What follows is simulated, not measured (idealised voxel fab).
process module | voxel ribs on slabs
cross-section cut | 170 nm wide | cells 5 nm
A cross-section is a grid of square cells, given in bands from the top down. A band is one or more rows of cells.
Each band's line starts with the height of the band's top and of its bottom, in nm. Then come its materials from left to right, each with its width in nm. One material with "throughout" fills the band from edge to edge. "air" is empty space.
Height 0 is the level under which the wafer as received is all one material. The lowest band goes on downwards, as in "0 down".
A width such as "30 to 40" changes by the same amount from each row of cells to the next, from the band's top row to its bottom row.
"no change" after a step means that no cell of the cross-section changed.
closed voids: empty space of 8 cells or more with no open way to the top, each as width x height at its distance from the left edge, in nm
after a step's settings: what the simulator itself notes on the step
overlay nm, on a step with a mask: how far to the right of its planned place the mask lay; to the left if negative
plan
1 op RECEIVE | material Si
2 op DIRECTIONAL_DEP | material SiO2 | thk nm 30
3 op DIRECTIONAL_DEP | material polySi | thk nm 15
4 op PATTERN | tone cover | mask id RIB | material resist | width nm 25 | thk nm 20 | overlay nm 0
5 op DIRECTIONAL_ETCH | etch materials polySi | depth nm 5
6 op STRIP | etch materials resist
7 op DIRECTIONAL_DEP | material aC | thk nm 15
8 op PATTERN | tone cover | mask id SLAB | material resist | width nm 65 | thk nm 35 | overlay nm 0
9 op DIRECTIONAL_ETCH | etch materials aC | depth nm 15
10 op STRIP | etch materials resist
11 op DIRECTIONAL_ETCH | etch materials polySi | depth nm 10
12 op STRIP | etch materials aC
13 op FILL_DEP | material SiO2 | thk nm 25
14 op CMP | height nm 60
15 op DIRECTIONAL_DEP | material W | thk nm 5
16 op DIRECTIONAL_DEP | material aC | thk nm 10
17 op PATTERN | tone cover | mask id HEATER | material resist | width nm 35 | thk nm 30 | overlay nm 0
18 op DIRECTIONAL_ETCH | etch materials aC | depth nm 10
19 op STRIP | etch materials resist
20 op DIRECTIONAL_ETCH | etch materials W | depth nm 5
21 op STRIP | etch materials aC
22 op CONFORMAL_DEP | material SiN | thk nm 5
first wafer, as planned
as received, after step 1
  0 down: Si throughout
  closed voids: none
after step 2
  30 to 0: SiO2 throughout
  below 0: unchanged
after step 3
  45 to 30: polySi throughout
  below 30: unchanged
after step 4
  65 to 45: air 70 | resist 25 | air 75
  below 45: unchanged
after step 5
  65 to 45: air 70 | resist 25 | air 75
  45 to 40: air 70 | polySi 25 | air 75
  below 40: unchanged
after step 6
  45 to 40: air 70 | polySi 25 | air 75
  below 40: unchanged
after step 7
  60 to 55: air 70 | aC 25 | air 75
  55 to 45: aC throughout
  45 to 40: aC 70 | polySi 25 | aC 75
  below 40: unchanged
after step 8
  95 to 60: air 50 | resist 65 | air 55
  60 to 55: air 50 | resist 20 | aC 25 | resist 20 | air 55
  below 55: unchanged
after step 9
  80 to 60: air 50 | resist 65 | air 55
  60 to 55: air 50 | resist 20 | aC 25 | resist 20 | air 55
  55 to 45: air 50 | aC 65 | air 55
  45 to 40: air 50 | aC 20 | polySi 25 | aC 20 | air 55
  below 40: unchanged
after step 10
  60 to 55: air 70 | aC 25 | air 75
  below 55: unchanged
after step 11
  60 to 55: air 70 | aC 25 | air 75
  55 to 45: air 50 | aC 65 | air 55
  45 to 40: air 50 | aC 20 | polySi 25 | aC 20 | air 55
  40 to 30: air 50 | polySi 65 | air 55
  below 30: unchanged
after step 12
  45 to 40: air 70 | polySi 25 | air 75
  below 40: unchanged
after step 13
  70 to 45: SiO2 throughout
  45 to 40: SiO2 70 | polySi 25 | SiO2 75
  40 to 30: SiO2 50 | polySi 65 | SiO2 55
  below 30: unchanged
after step 14
  60 to 45: SiO2 throughout
  below 45: unchanged
after step 15
  65 to 60: W throughout
  below 60: unchanged
after step 16
  75 to 65: aC throughout
  below 65: unchanged
after step 17
  105 to 75: air 65 | resist 35 | air 70
  below 75: unchanged
after step 18
  95 to 75: air 65 | resist 35 | air 70
  75 to 65: air 65 | aC 35 | air 70
  below 65: unchanged
after step 19
  75 to 65: air 65 | aC 35 | air 70
  below 65: unchanged
after step 20
  75 to 65: air 65 | aC 35 | air 70
  65 to 60: air 65 | W 35 | air 70
  below 60: unchanged
after step 21
  65 to 60: air 65 | W 35 | air 70
  below 60: unchanged
after step 22
  70 to 65: air 60 | SiN 45 | air 65
  65 to 60: SiN 65 | W 35 | SiN 70
  below 60: unchanged
second wafer: like start, like plan, one mistake. Through step 3 it matches the first wafer
when step 4 should have ended
  65 to 45: air 75 | resist 25 | air 70
  below 45: unchanged
when step 5 should have ended
  65 to 45: air 75 | resist 25 | air 70
  45 to 40: air 75 | polySi 25 | air 70
  below 40: unchanged
when step 6 should have ended
  45 to 40: air 75 | polySi 25 | air 70
  below 40: unchanged
when step 7 should have ended
  60 to 55: air 75 | aC 25 | air 70
  55 to 45: aC throughout
  45 to 40: aC 75 | polySi 25 | aC 70
  below 40: unchanged
when step 8 should have ended
  95 to 60: air 50 | resist 65 | air 55
  60 to 55: air 50 | resist 25 | aC 25 | resist 15 | air 55
  below 55: unchanged
when step 9 should have ended
  80 to 60: air 50 | resist 65 | air 55
  60 to 55: air 50 | resist 25 | aC 25 | resist 15 | air 55
  55 to 45: air 50 | aC 65 | air 55
  45 to 40: air 50 | aC 25 | polySi 25 | aC 15 | air 55
  below 40: unchanged
when step 10 should have ended
  60 to 55: air 75 | aC 25 | air 70
  below 55: unchanged
when step 11 should have ended
  60 to 55: air 75 | aC 25 | air 70
  55 to 45: air 50 | aC 65 | air 55
  45 to 40: air 50 | aC 25 | polySi 25 | aC 15 | air 55
  40 to 30: air 50 | polySi 65 | air 55
  below 30: unchanged
when step 12 should have ended
  45 to 40: air 75 | polySi 25 | air 70
  below 40: unchanged
when step 13 should have ended
  70 to 45: SiO2 throughout
  45 to 40: SiO2 75 | polySi 25 | SiO2 70
  40 to 30: SiO2 50 | polySi 65 | SiO2 55
  below 30: unchanged
when step 14 should have ended
  60 to 45: SiO2 throughout
  below 45: unchanged
when step 15 should have ended
  65 to 60: W throughout
  below 60: unchanged
when step 16 should have ended
  75 to 65: aC throughout
  below 65: unchanged
when step 17 should have ended
  105 to 75: air 65 | resist 35 | air 70
  below 75: unchanged
when step 18 should have ended
  95 to 75: air 65 | resist 35 | air 70
  75 to 65: air 65 | aC 35 | air 70
  below 65: unchanged
when step 19 should have ended
  75 to 65: air 65 | aC 35 | air 70
  below 65: unchanged
when step 20 should have ended
  75 to 65: air 65 | aC 35 | air 70
  65 to 60: air 65 | W 35 | air 70
  below 60: unchanged
when step 21 should have ended
  65 to 60: air 65 | W 35 | air 70
  below 60: unchanged
when step 22 should have ended
  70 to 65: air 60 | SiN 45 | air 65
  65 to 60: SiN 65 | W 35 | SiN 70
  below 60: unchanged
what went wrong: step 4 ran as: op PATTERN | tone cover | mask id RIB | material resist | width nm 25 | thk nm 20 | overlay nm 5
at the end the second wafer has, in cells: as many of each material as the first, in other places
